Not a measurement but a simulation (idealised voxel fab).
The process module that follows is named voxel wiring stack.
Cross-section cut spans 220 nm and uses square cells 5 nm in size.
For the purposes of this document, a cross-section shall be understood as a grid of square cells, specified as bands listed in top-to-bottom order, each band consisting of one or more rows of cells.
Band: top and bottom heights (nm) first, top before bottom; then materials from left to right, widths in nm. "full width" marks a sole material filling the band edge to edge. "empty" denotes empty space.
Convention: height 0 is the level below which the wafer, as received, is all one material. The lowest band does not terminate at the bottom but continues downward, represented as "0 -> down".
Think of "30->40" as a width that walks from the first number to the second as you go down the band, top row to bottom row, taking equal-sized steps from row to row.
"remained unchanged", as given for a step, is the statement that not any cell of the cross-section underwent a change during that step.
Empty spaces counting at least 8 cells and having no open way to the top are listed in "Closed empty spaces". The notation width x height at distance is used for each, the distance being from the left edge and all three values in nm.
Step line, after settings: the simulator's comment on this step.
On any step carrying a mask, the "overlay nm" setting, if present on the step's line, tells how far right of its planned place the mask lay; negative values point to the left.
This section lists the process steps that were planned
- 1: RECEIVE: material Si
- 2: CONFORMAL_DEP: material SiO2, thk nm 15
- 3: DIRECTIONAL_DEP: material TiN, thk nm 5
- 4: DIRECTIONAL_DEP: material W, thk nm 15
- 5: DIRECTIONAL_DEP: material aC, thk nm 10
- 6: PATTERN: tone cover, mask id METAL_1, material resist, width nm 25, pitch nm 40, thk nm 30, overlay nm 0
- 7: DIRECTIONAL_ETCH: etch materials aC, depth nm 10
- 8: STRIP: etch materials resist
- 9: DIRECTIONAL_ETCH: etch materials W, depth nm 15
- 10: DIRECTIONAL_ETCH: etch materials TiN, depth nm 5
- 11: STRIP: etch materials aC
- 12: CONFORMAL_DEP: material SiCN, thk nm 5
- 13: FILL_DEP: material SiO2, thk nm 5
- 14: CMP: height nm 35
- 15: CONFORMAL_DEP: material SiCN, thk nm 5
- 16: DIRECTIONAL_DEP: material SiO2, thk nm 30
- 17: DIRECTIONAL_DEP: material aC, thk nm 10
- 18: PATTERN: tone open, mask id METAL_2, material resist, width nm 25, pitch nm 40, thk nm 30, overlay nm 0
- 19: DIRECTIONAL_ETCH: etch materials aC, depth nm 10
- 20: STRIP: etch materials resist
- 21: DIRECTIONAL_ETCH: etch materials SiO2, depth nm 15
- 22: STRIP: etch materials aC
- 23: MASKED_ETCH: tone open, mask id METAL_2_HOLES, width nm 15, pitch nm 40, etch materials SiO2, depth nm 15, overlay nm 0
- 24: MASKED_ETCH: tone open, mask id METAL_2_HOLES, width nm 15, pitch nm 40, etch materials SiCN, depth nm 5, overlay nm 0
- 25: CONFORMAL_DEP: material TiN, thk nm 5
- 26: FILL_DEP: material Cu, thk nm 10
- 27: CMP: height nm 70
- 28: CONFORMAL_DEP: material SiN, thk nm 5
Run as planned: first of two wafers
Cross-section of the incoming wafer, state after step 1
- 0 -> down: Si full width
- Closed empty spaces: none
State of the wafer after step 2, shown in cross-section
- 15 -> 0: SiO2 full width
- No changes below 0.
State of the wafer after step 3, shown in cross-section
- 20 -> 15: TiN full width
- No changes below 15.
State of the wafer after step 4, shown in cross-section
- 35 -> 20: W full width
- No changes below 20.
State of the wafer after step 5, shown in cross-section
- 45 -> 35: aC full width
- No changes below 35.
State of the wafer after step 6, shown in cross-section
- 75 -> 45: empty: 75  resist: 25  empty: 15  resist: 25  empty: 80
- No changes below 45.
State of the wafer after step 7, shown in cross-section
- 65 -> 45: empty: 75  resist: 25  empty: 15  resist: 25  empty: 80
- 45 -> 35: empty: 75  aC: 25  empty: 15  aC: 25  empty: 80
- No changes below 35.
State of the wafer after step 8, shown in cross-section
- 45 -> 35: empty: 75  aC: 25  empty: 15  aC: 25  empty: 80
- No changes below 35.
State of the wafer after step 9, shown in cross-section
- 45 -> 35: empty: 75  aC: 25  empty: 15  aC: 25  empty: 80
- 35 -> 20: empty: 75  W: 25  empty: 15  W: 25  empty: 80
- No changes below 20.
State of the wafer after step 10, shown in cross-section
- 45 -> 35: empty: 75  aC: 25  empty: 15  aC: 25  empty: 80
- 35 -> 20: empty: 75  W: 25  empty: 15  W: 25  empty: 80
- 20 -> 15: empty: 75  TiN: 25  empty: 15  TiN: 25  empty: 80
- No changes below 15.
State of the wafer after step 11, shown in cross-section
- 35 -> 20: empty: 75  W: 25  empty: 15  W: 25  empty: 80
- No changes below 20.
State of the wafer after step 12, shown in cross-section
- 40 -> 35: empty: 70  SiCN: 35  empty: 5  SiCN: 35  empty: 75
- 35 -> 20: empty: 70  SiCN: 5  W: 25  SiCN: 5  empty: 5  SiCN: 5  W: 25  SiCN: 5  empty: 75
- 20 -> 15: SiCN: 75  TiN: 25  SiCN: 15  TiN: 25  SiCN: 80
- No changes below 15.
State of the wafer after step 13, shown in cross-section
- 45 -> 40: SiO2 full width
- 40 -> 35: SiO2: 70  SiCN: 35  SiO2: 5  SiCN: 35  SiO2: 75
- 35 -> 20: SiO2: 70  SiCN: 5  W: 25  SiCN: 5  SiO2: 5  SiCN: 5  W: 25  SiCN: 5  SiO2: 75
- No changes below 20.
State of the wafer after step 14, shown in cross-section
- 35 -> 20: SiO2: 70  SiCN: 5  W: 25  SiCN: 5  SiO2: 5  SiCN: 5  W: 25  SiCN: 5  SiO2: 75
- No changes below 20.
State of the wafer after step 15, shown in cross-section
- 40 -> 35: SiCN full width
- No changes below 35.
State of the wafer after step 16, shown in cross-section
- 70 -> 40: SiO2 full width
- No changes below 40.
State of the wafer after step 17, shown in cross-section
- 80 -> 70: aC full width
- No changes below 70.
State of the wafer after step 18, shown in cross-section
- 110 -> 80: resist: 75  empty: 25  resist: 15  empty: 25  resist: 80
- No changes below 80.
State of the wafer after step 19, shown in cross-section
- 100 -> 80: resist: 75  empty: 25  resist: 15  empty: 25  resist: 80
- 80 -> 70: aC: 75  empty: 25  aC: 15  empty: 25  aC: 80
- No changes below 70.
State of the wafer after step 20, shown in cross-section
- 80 -> 70: aC: 75  empty: 25  aC: 15  empty: 25  aC: 80
- No changes below 70.
State of the wafer after step 21, shown in cross-section
- 80 -> 70: aC: 75  empty: 25  aC: 15  empty: 25  aC: 80
- 70 -> 55: SiO2: 75  empty: 25  SiO2: 15  empty: 25  SiO2: 80
- No changes below 55.
State of the wafer after step 22, shown in cross-section
- 70 -> 55: SiO2: 75  empty: 25  SiO2: 15  empty: 25  SiO2: 80
- No changes below 55.
State of the wafer after step 23, shown in cross-section
- 70 -> 55: SiO2: 75  empty: 25  SiO2: 15  empty: 25  SiO2: 80
- 55 -> 40: SiO2: 75  empty: 15  SiO2: 25  empty: 15  SiO2: 90
- No changes below 40.
State of the wafer after step 24, shown in cross-section
- 70 -> 55: SiO2: 75  empty: 25  SiO2: 15  empty: 25  SiO2: 80
- 55 -> 40: SiO2: 75  empty: 15  SiO2: 25  empty: 15  SiO2: 90
- 40 -> 35: SiCN: 75  empty: 15  SiCN: 25  empty: 15  SiCN: 90
- No changes below 35.
State of the wafer after step 25, shown in cross-section
- 75 -> 70: TiN: 80  empty: 15  TiN: 25  empty: 15  TiN: 85
- 70 -> 60: SiO2: 75  TiN: 5  empty: 15  TiN: 5  SiO2: 15  TiN: 5  empty: 15  TiN: 5  SiO2: 80
- 60 -> 55: SiO2: 75  TiN: 5  empty: 5  TiN: 15  SiO2: 15  TiN: 5  empty: 5  TiN: 15  SiO2: 80
- 55 -> 40: SiO2: 75  TiN: 5  empty: 5  TiN: 5  SiO2: 25  TiN: 5  empty: 5  TiN: 5  SiO2: 90
- 40 -> 35: SiCN: 75  TiN: 15  SiCN: 25  TiN: 15  SiCN: 90
- No changes below 35.
State of the wafer after step 26, shown in cross-section
- 85 -> 75: Cu full width
- 75 -> 70: TiN: 80  Cu: 15  TiN: 25  Cu: 15  TiN: 85
- 70 -> 60: SiO2: 75  TiN: 5  Cu: 15  TiN: 5  SiO2: 15  TiN: 5  Cu: 15  TiN: 5  SiO2: 80
- 60 -> 55: SiO2: 75  TiN: 5  Cu: 5  TiN: 15  SiO2: 15  TiN: 5  Cu: 5  TiN: 15  SiO2: 80
- 55 -> 40: SiO2: 75  TiN: 5  Cu: 5  TiN: 5  SiO2: 25  TiN: 5  Cu: 5  TiN: 5  SiO2: 90
- No changes below 40.
State of the wafer after step 27, shown in cross-section
- 70 -> 60: SiO2: 75  TiN: 5  Cu: 15  TiN: 5  SiO2: 15  TiN: 5  Cu: 15  TiN: 5  SiO2: 80
- No changes below 60.
State of the wafer after step 28, shown in cross-section
- 75 -> 70: SiN full width
- No changes below 70.
Wafer two. Same start, same plan, one slip in execution. Same as wafer one through step 13, inclusive
Second wafer cross-section, taken as of the time the plan sets for step 14 to be done
- 25 -> 20: SiO2: 70  SiCN: 5  W: 25  SiCN: 5  SiO2: 5  SiCN: 5  W: 25  SiCN: 5  SiO2: 75
- No changes below 20.
Second wafer cross-section, taken as of the time the plan sets for step 15 to be done
- 30 -> 25: SiCN full width
- No changes below 25.
Second wafer cross-section, taken as of the time the plan sets for step 16 to be done
- 60 -> 30: SiO2 full width
- No changes below 30.
Second wafer cross-section, taken as of the time the plan sets for step 17 to be done
- 70 -> 60: aC full width
- No changes below 60.
Second wafer cross-section, taken as of the time the plan sets for step 18 to be done
- 100 -> 70: resist: 75  empty: 25  resist: 15  empty: 25  resist: 80
- No changes below 70.
Second wafer cross-section, taken as of the time the plan sets for step 19 to be done
- 90 -> 70: resist: 75  empty: 25  resist: 15  empty: 25  resist: 80
- 70 -> 60: aC: 75  empty: 25  aC: 15  empty: 25  aC: 80
- No changes below 60.
Second wafer cross-section, taken as of the time the plan sets for step 20 to be done
- 70 -> 60: aC: 75  empty: 25  aC: 15  empty: 25  aC: 80
- No changes below 60.
Second wafer cross-section, taken as of the time the plan sets for step 21 to be done
- 70 -> 60: aC: 75  empty: 25  aC: 15  empty: 25  aC: 80
- 60 -> 45: SiO2: 75  empty: 25  SiO2: 15  empty: 25  SiO2: 80
- No changes below 45.
Second wafer cross-section, taken as of the time the plan sets for step 22 to be done
- 60 -> 45: SiO2: 75  empty: 25  SiO2: 15  empty: 25  SiO2: 80
- No changes below 45.
Second wafer cross-section, taken as of the time the plan sets for step 23 to be done
- 60 -> 45: SiO2: 75  empty: 25  SiO2: 15  empty: 25  SiO2: 80
- 45 -> 30: SiO2: 75  empty: 15  SiO2: 25  empty: 15  SiO2: 90
- No changes below 30.
Second wafer cross-section, taken as of the time the plan sets for step 24 to be done
- 60 -> 45: SiO2: 75  empty: 25  SiO2: 15  empty: 25  SiO2: 80
- 45 -> 30: SiO2: 75  empty: 15  SiO2: 25  empty: 15  SiO2: 90
- 30 -> 25: SiCN: 75  empty: 15  SiCN: 25  empty: 15  SiCN: 90
- No changes below 25.
Second wafer cross-section, taken as of the time the plan sets for step 25 to be done
- 65 -> 60: TiN: 80  empty: 15  TiN: 25  empty: 15  TiN: 85
- 60 -> 50: SiO2: 75  TiN: 5  empty: 15  TiN: 5  SiO2: 15  TiN: 5  empty: 15  TiN: 5  SiO2: 80
- 50 -> 45: SiO2: 75  TiN: 5  empty: 5  TiN: 15  SiO2: 15  TiN: 5  empty: 5  TiN: 15  SiO2: 80
- 45 -> 30: SiO2: 75  TiN: 5  empty: 5  TiN: 5  SiO2: 25  TiN: 5  empty: 5  TiN: 5  SiO2: 90
- 30 -> 25: SiCN: 75  TiN: 15  SiCN: 25  TiN: 15  SiCN: 90
- No changes below 25.
Second wafer cross-section, taken as of the time the plan sets for step 26 to be done
- 75 -> 65: Cu full width
- 65 -> 60: TiN: 80  Cu: 15  TiN: 25  Cu: 15  TiN: 85
- 60 -> 50: SiO2: 75  TiN: 5  Cu: 15  TiN: 5  SiO2: 15  TiN: 5  Cu: 15  TiN: 5  SiO2: 80
- 50 -> 45: SiO2: 75  TiN: 5  Cu: 5  TiN: 15  SiO2: 15  TiN: 5  Cu: 5  TiN: 15  SiO2: 80
- 45 -> 30: SiO2: 75  TiN: 5  Cu: 5  TiN: 5  SiO2: 25  TiN: 5  Cu: 5  TiN: 5  SiO2: 90
- No changes below 30.
Second wafer cross-section, taken as of the time the plan sets for step 27 to be done
- 70 -> 65: Cu full width
- No changes below 65.
Second wafer cross-section, taken as of the time the plan sets for step 28 to be done
- 75 -> 70: SiN full width
- No changes below 70.
Which mistake was made when the wafer was run? not per plan at step 14, really ran CMP: height nm 25
Heads up, by the end the second wafer has more or fewer cells of some materials compared to the first: Cu: 50 more, SiCN: 8 fewer, SiO2: 60 fewer, TiN: 38 more, W: 20 fewer
